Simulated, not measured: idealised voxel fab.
The name of this process module is voxel fin reveal.
Pictured: cross-section cut, 300 nm wide, on a grid of 5 nm square cells.
A cross-section in this document is a grid of square cells, and it is written down as bands, the top band listed before the ones below it; a band is made up of one or more rows of cells. Each band's line starts with the height of the band's top and of its bottom, in nm. Then come its materials from left to right, each with its width in nm. One material with "edge to edge" fills the band from edge to edge. "empty" is empty space. Below 0: as-received wafer, all one material; heights counted from there. Lowest band: no bottom, goes on down, written "0 -> down". The expression "30 to 40" gives the width at the extremes of the band, the first number at its top row of cells and the second at its bottom row, with the width changing by equal amounts from each row to the next in between. It should be understood that the words "changes: none", when stated for a given step, signify that the cross-section underwent no change in any of its cells during that step. For the entry "Unvented voids", the listed items are empty spaces with no open way to the top whose size is 8 cells or more; each item follows the pattern width x height at distance, where distance is from the left edge and all three are in nm. Step line, after settings: the simulator's comment on this step. For masked steps, "overlay nm" on the step line gives how far right of plan the mask actually lay; a minus sign means it lay to the left.
The planned process steps are enumerated hereunder
1: RECEIVE (material Si)
2: CONFORMAL_DEP (material SiN; thk nm 10)
3: MASKED_ETCH (tone cover; mask id FINS; width nm 15; pitch nm 35; etch materials SiN; depth nm 10; overlay nm 0)
4: MASKED_ETCH (tone cover; mask id FINS; width nm 15; pitch nm 35; etch materials Si; depth nm 30; overlay nm 0)
5: OXIDIZE (depth nm 5)
6: FILL_DEP (material SiO2; thk nm 10)
7: CMP (height nm 10)
8: SELECTIVE_ETCH (etch materials SiO2; depth nm 25)
9: STRIP (etch materials SiN)
Here's what the wafer looked like in cross-section when it arrived - that's after step 1
- 0 -> down | Si edge to edge
- Unvented voids: none
Result of the module, cross-sectioned: start per above, plan per above, one error in how it was run
- 0 -> -5 | empty: 95; Si: 5; empty: 30; Si: 5; empty: 30; Si: 5; empty: 30; Si: 5; empty: 95
- -5 -> -15 | empty: 85; Si: 15; empty: 20; Si: 15; empty: 20; Si: 15; empty: 20; Si: 15; empty: 95
- -15 -> -35 | SiO2: 85; Si: 15; SiO2: 20; Si: 15; SiO2: 20; Si: 15; SiO2: 20; Si: 15; SiO2: 95
- -35 -> down | Si edge to edge
- Unvented voids: none
What broke from the plan during processing? the process deviated at step 4: the operation and settings actually run there were MASKED_ETCH (tone cover; mask id FINS; width nm 15; pitch nm 35; etch materials Si; depth nm 30; overlay nm -10)
